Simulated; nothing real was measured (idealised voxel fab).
process module | voxel ribs on slabs
cross-section cut | 165 nm wide | cells 5 nm
A cross-section is a grid of square cells, given in bands from the top down. A band is one or more rows of cells.
Each band's line starts with the height of the band's top and of its bottom, in nm. Then come its materials from left to right, each with its width in nm. One material with "throughout" fills the band from edge to edge. "air" is empty space.
Height 0 is the level under which the wafer as received is all one material. The lowest band goes on downwards, as in "0 down".
A width such as "30 to 40" changes by the same amount from each row of cells to the next, from the band's top row to its bottom row.
"no change" after a step means that no cell of the cross-section changed.
closed voids: empty space of 8 cells or more with no open way to the top, each as width x height at its distance from the left edge, in nm
after a step's settings: what the simulator itself notes on the step
overlay nm, on a step with a mask: how far to the right of its planned place the mask lay; to the left if negative
plan
1 op RECEIVE | material Si
2 op DIRECTIONAL_DEP | material SiO2 | thk nm 25
3 op DIRECTIONAL_DEP | material SiN | thk nm 15
4 op DIRECTIONAL_DEP | material aC | thk nm 10
5 op PATTERN | tone cover | mask id RIB | material resist | width nm 25 | thk nm 25 | overlay nm 0
6 op DIRECTIONAL_ETCH | etch materials aC | depth nm 10
7 op STRIP | etch materials resist
8 op DIRECTIONAL_ETCH | etch materials SiN | depth nm 10
9 op STRIP | etch materials aC
10 op PATTERN | tone cover | mask id SLAB | material resist | width nm 55 | thk nm 15 | overlay nm 0
11 op DIRECTIONAL_ETCH | etch materials SiN | depth nm 5
12 op STRIP | etch materials resist
13 op FILL_DEP | material SiO2 | thk nm 25
14 op CMP | height nm 55
15 op DIRECTIONAL_DEP | material W | thk nm 10
16 op DIRECTIONAL_DEP | material aC | thk nm 10
17 op PATTERN | tone cover | mask id HEATER | material resist | width nm 35 | thk nm 25 | overlay nm 0
18 op DIRECTIONAL_ETCH | etch materials aC | depth nm 10
19 op STRIP | etch materials resist
20 op DIRECTIONAL_ETCH | etch materials W | depth nm 10
21 op STRIP | etch materials aC
22 op CONFORMAL_DEP | material SiO2 | thk nm 5
as received, after step 1
  0 down: Si throughout
  closed voids: none
a wafer at the end: this start, this plan, one mistake
  70 to 65: air 60 | SiO2 45 | air 60
  65 to 60: air 60 | SiO2 5 | W 35 | SiO2 5 | air 60
  60 to 55: SiO2 65 | W 35 | SiO2 65
  55 to 40: SiO2 throughout
  40 to 30: SiO2 70 | SiN 25 | SiO2 70
  30 to 25: SiO2 50 | SiN 55 | SiO2 60
  25 to 0: SiO2 throughout
  0 down: Si throughout
  closed voids: none
what went wrong: step 10 ran as: op PATTERN | tone cover | mask id SLAB | material resist | width nm 55 | thk nm 15 | overlay nm -5
